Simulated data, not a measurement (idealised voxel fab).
process module | voxel released beams
cross-section cut | 300 nm wide | cells 5 nm
A cross-section is a grid of square cells, given in bands from the top down. A band is one or more rows of cells.
Each band's line starts with the height of the band's top and of its bottom, in nm. Then come its materials from left to right, each with its width in nm. One material with "throughout" fills the band from edge to edge. "air" is empty space.
Height 0 is the level under which the wafer as received is all one material. The lowest band goes on downwards, as in "0 down".
A width such as "30 to 40" changes by the same amount from each row of cells to the next, from the band's top row to its bottom row.
"no change" after a step means that no cell of the cross-section changed.
closed voids: empty space of 8 cells or more with no open way to the top, each as width x height at its distance from the left edge, in nm
after a step's settings: what the simulator itself notes on the step
overlay nm, on a step with a mask: how far to the right of its planned place the mask lay; to the left if negative
plan
1 op RECEIVE | material Si
2 op CONFORMAL_DEP | material SiN | thk nm 5
3 op DIRECTIONAL_DEP | material SiO2 | thk nm 15
4 op DIRECTIONAL_DEP | material aC | thk nm 10
5 op PATTERN | tone open | mask id ANCHOR | material resist | width nm 30 | thk nm 30 | overlay nm 0
6 op DIRECTIONAL_ETCH | etch materials aC | depth nm 10
7 op STRIP | etch materials resist
8 op DIRECTIONAL_ETCH | etch materials SiO2 | depth nm 15
9 op STRIP | etch materials aC
10 op CONFORMAL_DEP | material polySi | thk nm 10
11 op PATTERN | tone cover | mask id BEAM | material resist | width nm 105 | thk nm 15 | overlay nm 0
12 op DIRECTIONAL_ETCH | etch materials polySi | depth nm 10
13 op STRIP | etch materials resist
14 op STRIP | etch materials SiO2
as received, after step 1
  0 down: Si throughout
  closed voids: none
first wafer at the end, as planned
  30 to 20: air 95 | polySi 15 | air 10 | polySi 80 | air 100
  20 to 15: air 100 | polySi 10 | air 10 | polySi 10 | air 170
  15 to 5: air 100 | polySi 30 | air 170
  5 to 0: SiN throughout
  0 down: Si throughout
  closed voids: none
second wafer at the end: like start, like plan, one mistake
  30 to 20: air 100 | polySi 10 | air 10 | polySi 85 | air 95
  20 to 15: air 100 | polySi 10 | air 10 | polySi 10 | air 170
  15 to 5: air 100 | polySi 30 | air 170
  5 to 0: SiN throughout
  0 down: Si throughout
  closed voids: none
what went wrong: step 11 ran as: op PATTERN | tone cover | mask id BEAM | material resist | width nm 105 | thk nm 15 | overlay nm 5
at the end the second wafer has, in cells: as many of each material as the first, in other places
